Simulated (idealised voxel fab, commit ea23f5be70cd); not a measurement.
A process module follows: voxel local oxidation.
Cross-section cut: width 300 nm, square cells of 5 nm.
We lay out every cross-section as a grid of square cells and spell it out in bands from the top down, where one band means one or more rows of cells.
Heads up on the band format: heights come first, top then bottom, in nm. After that it's the materials left to right, each with its width in nm. A single material flagged "full width" fills the whole band edge to edge, and "blank" means there's empty space there.
Heads up on the height convention: 0 is the point under which the incoming wafer is all one material, and the lowest band has no bottom, it just keeps going down, like "0 -> down".
A width given as "30->40" starts at the first number in the band's top row and ends at the second number in its bottom row, shifting by an equal amount at every step from row to row.
A step reported as "nothing different" is a step in which no cell of the cross-section changed.
The list in "Voids, enclosed" covers empty spaces of 8 cells or more that cannot reach the top through any open way, and it gives each as width x height at distance; the distance is from the left edge, and width, height and distance are in nm.
Step line, after settings: the simulator's comment on this step.
Steps that use a mask can have "overlay nm" on their line. It says how far the mask sat to the right of where it was meant to be. Negative means to the left.
Quick note on how to read the rest: it's all pairs. You get the cross-section before a process step and the one after, but the after one only goes down as far as the lowest band that changed. The step in between, with its settings, sits under the pair. Heads up, the pairs can come from different runs of this module on the same starting wafer, so don't assume a pair picks up from the one above unless its "Pre-step section" entry says it does.

[Pre-step section]
0 -> down  Si full width
Voids, enclosed: none

[Post-Process Section]
0 -> -5  SiO2 full width
Under the height -5 nothing was changed.
Voids, enclosed: none
Name the step between the before and after sections above: OXIDIZE with depth nm 5

Pre-step section: see the after view in the pair directly above.

[Post-Process Section]
10 -> 0  SiN full width
Under the height 0 nothing was changed.
Voids, enclosed: none
Name the step between the before and after sections above: CONFORMAL_DEP with material SiN, thk nm 10

Pre-step section: see the after view in the pair directly above.

[Post-Process Section]
10 -> 0  blank=85  SiN=130  blank=85
Under the height 0 nothing was changed.
Voids, enclosed: none
Name the step between the before and after sections above: MASKED_ETCH with tone cover, mask id ACTIVE, width nm 130, etch materials SiN, depth nm 10, overlay nm 0

Pre-step section: see the after view in the pair directly above.

[Post-Process Section]
10 -> 0  blank=85  SiN=130  blank=85
0 -> -5  blank=90  SiO2=120  blank=90
Under the height -5 nothing was changed.
Voids, enclosed: none
Name the step between the before and after sections above: SELECTIVE_ETCH with etch materials SiO2, depth nm 5

Pre-step section: see the after view in the pair directly above.

[Post-Process Section]
10 -> 0  blank=85  SiN=130  blank=85
0 -> -5  blank=90  SiO2=120  blank=90
-5 -> -15  SiO2=100  Si=100  SiO2=100
Under the height -15 nothing was changed.
Voids, enclosed: none
Name the step between the before and after sections above: OXIDIZE with depth nm 10

Pre-step section: see the after view in the pair directly above.

[Post-Process Section]
0 -> -5  blank=90  SiO2=120  blank=90
Under the height -5 nothing was changed.
Voids, enclosed: none
Name the step between the before and after sections above: STRIP with etch materials SiN

[Pre-step section]
10 -> 0  blank=85  SiN=130  blank=85
0 -> -5  blank=90  SiO2=120  blank=90
-5 -> down  Si full width
Voids, enclosed: none

[Post-Process Section]
0 -> -5  blank=90  SiO2=120  blank=90
Under the height -5 nothing was changed.
Voids, enclosed: none
Name the step between the before and after sections above: STRIP with etch materials SiN

Pre-step section: see the after view in the pair directly above.

[Post-Process Section]
0 -> -5  blank=90  SiO2=120  blank=90
-5 -> -15  SiO2=100  Si=100  SiO2=100
Under the height -15 nothing was changed.
Voids, enclosed: none
Name the step between the before and after sections above: OXIDIZE with depth nm 10

[Pre-step section]
10 -> 0  blank=85  SiN=130  blank=85
0 -> -5  SiO2 full width
-5 -> down  Si full width
Voids, enclosed: none

[Post-Process Section]
10 -> 0  blank=85  SiN=130  blank=85
0 -> -5  blank=100  SiO2=100  blank=100
Under the height -5 nothing was changed.
Voids, enclosed: none
Name the step between the before and after sections above: SELECTIVE_ETCH with etch materials SiO2, depth nm 15

Pre-step section: see the after view in the pair directly above.

[Post-Process Section]
10 -> 0  blank=85  SiN=130  blank=85
0 -> -5  blank=100  SiO2=100  blank=100
-5 -> -15  SiO2=110  Si=80  SiO2=110
Under the height -15 nothing was changed.
Voids, enclosed: none
Name the step between the before and after sections above: OXIDIZE with depth nm 10

Pre-step section: see the after view in the pair directly above.

[Post-Process Section]
0 -> -5  blank=100  SiO2=100  blank=100
Under the height -5 nothing was changed.
Voids, enclosed: none
Name the step between the before and after sections above: STRIP with etch materials SiN

[Pre-step section]
10 -> 0  SiN full width
0 -> -5  SiO2 full width
-5 -> down  Si full width
Voids, enclosed: none

[Post-Process Section]
10 -> 0  blank=80  SiN=140  blank=80
Under the height 0 nothing was changed.
Voids, enclosed: none
Name the step between the before and after sections above: MASKED_ETCH with tone cover, mask id ACTIVE, width nm 140, etch materials SiN, depth nm 10, overlay nm 0

Pre-step section: see the after view in the pair directly above.

[Post-Process Section]
10 -> 0  blank=80  SiN=140  blank=80
0 -> -5  blank=85  SiO2=130  blank=85
Under the height -5 nothing was changed.
Voids, enclosed: none
Name the step between the before and after sections above: SELECTIVE_ETCH with etch materials SiO2, depth nm 5

Pre-step section: see the after view in the pair directly above.

[Post-Process Section]
10 -> 0  blank=80  SiN=140  blank=80
0 -> -5  blank=85  SiO2=130  blank=85
-5 -> -15  SiO2=95  Si=110  SiO2=95
Under the height -15 nothing was changed.
Voids, enclosed: none
Name the step between the before and after sections above: OXIDIZE with depth nm 10

Pre-step section: see the after view in the pair directly above.

[Post-Process Section]
0 -> -5  blank=85  SiO2=130  blank=85
Under the height -5 nothing was changed.
Voids, enclosed: none
Name the step between the before and after sections above: STRIP with etch materials SiN

[Pre-step section]
10 -> 0  SiN full width
0 -> -5  SiO2 full width
-5 -> down  Si full width
Voids, enclosed: none

[Post-Process Section]
10 -> 0  blank=80  SiN=130  blank=90
Under the height 0 nothing was changed.
Voids, enclosed: none
Name the step between the before and after sections above: MASKED_ETCH with tone cover, mask id ACTIVE, width nm 130, etch materials SiN, depth nm 10, overlay nm -5

Pre-step section: see the after view in the pair directly above.

[Post-Process Section]
10 -> 0  blank=80  SiN=130  blank=90
0 -> -5  blank=85  SiO2=120  blank=95
Under the height -5 nothing was changed.
Voids, enclosed: none
Name the step between the before and after sections above: SELECTIVE_ETCH with etch materials SiO2, depth nm 5

Pre-step section: see the after view in the pair directly above.

[Post-Process Section]
10 -> 0  blank=80  SiN=130  blank=90
0 -> -5  blank=85  SiO2=120  blank=95
-5 -> -15  SiO2=95  Si=100  SiO2=105
Under the height -15 nothing was changed.
Voids, enclosed: none
Name the step between the before and after sections above: OXIDIZE with depth nm 10

Pre-step section: see the after view in the pair directly above.

[Post-Process Section]
0 -> -5  blank=85  SiO2=120  blank=95
Under the height -5 nothing was changed.
Voids, enclosed: none
Name the step between the before and after sections above: STRIP with etch materials SiN

[Pre-step section]
10 -> 0  blank=85  SiN=130  blank=85
0 -> -5  blank=90  SiO2=120  blank=90
-5 -> -15  SiO2=100  Si=100  SiO2=100
-15 -> down  Si full width
Voids, enclosed: none

[Post-Process Section]
-5 -> -15  blank=100  Si=100  blank=100
Under the height -15 nothing was changed.
Voids, enclosed: none
Name the step between the before and after sections above: STRIP with etch materials SiO2

[Pre-step section]
10 -> 0  SiN full width
0 -> -5  SiO2 full width
-5 -> down  Si full width
Voids, enclosed: none

[Post-Process Section]
10 -> 0  SiN=85  blank=130  SiN=85
Under the height 0 nothing was changed.
Voids, enclosed: none
Name the step between the before and after sections above: MASKED_ETCH with tone open, mask id ACTIVE, width nm 130, etch materials SiN, depth nm 10, overlay nm 0

Pre-step section: see the after view in the pair directly above.

[Post-Process Section]
10 -> 0  SiN=85  blank=130  SiN=85
0 -> -5  SiO2=80  blank=140  SiO2=80
Under the height -5 nothing was changed.
Voids, enclosed: none
Name the step between the before and after sections above: SELECTIVE_ETCH with etch materials SiO2, depth nm 5

Pre-step section: see the after view in the pair directly above.

[Post-Process Section]
10 -> 0  SiN=85  blank=130  SiN=85
0 -> -5  SiO2=80  blank=140  SiO2=80
-5 -> -15  Si=70  SiO2=160  Si=70
Under the height -15 nothing was changed.
Voids, enclosed: none
Name the step between the before and after sections above: OXIDIZE with depth nm 10

Pre-step section: see the after view in the pair directly above.

[Post-Process Section]
0 -> -5  SiO2=80  blank=140  SiO2=80
Under the height -5 nothing was changed.
Voids, enclosed: none
Name the step between the before and after sections above: STRIP with etch materials SiN
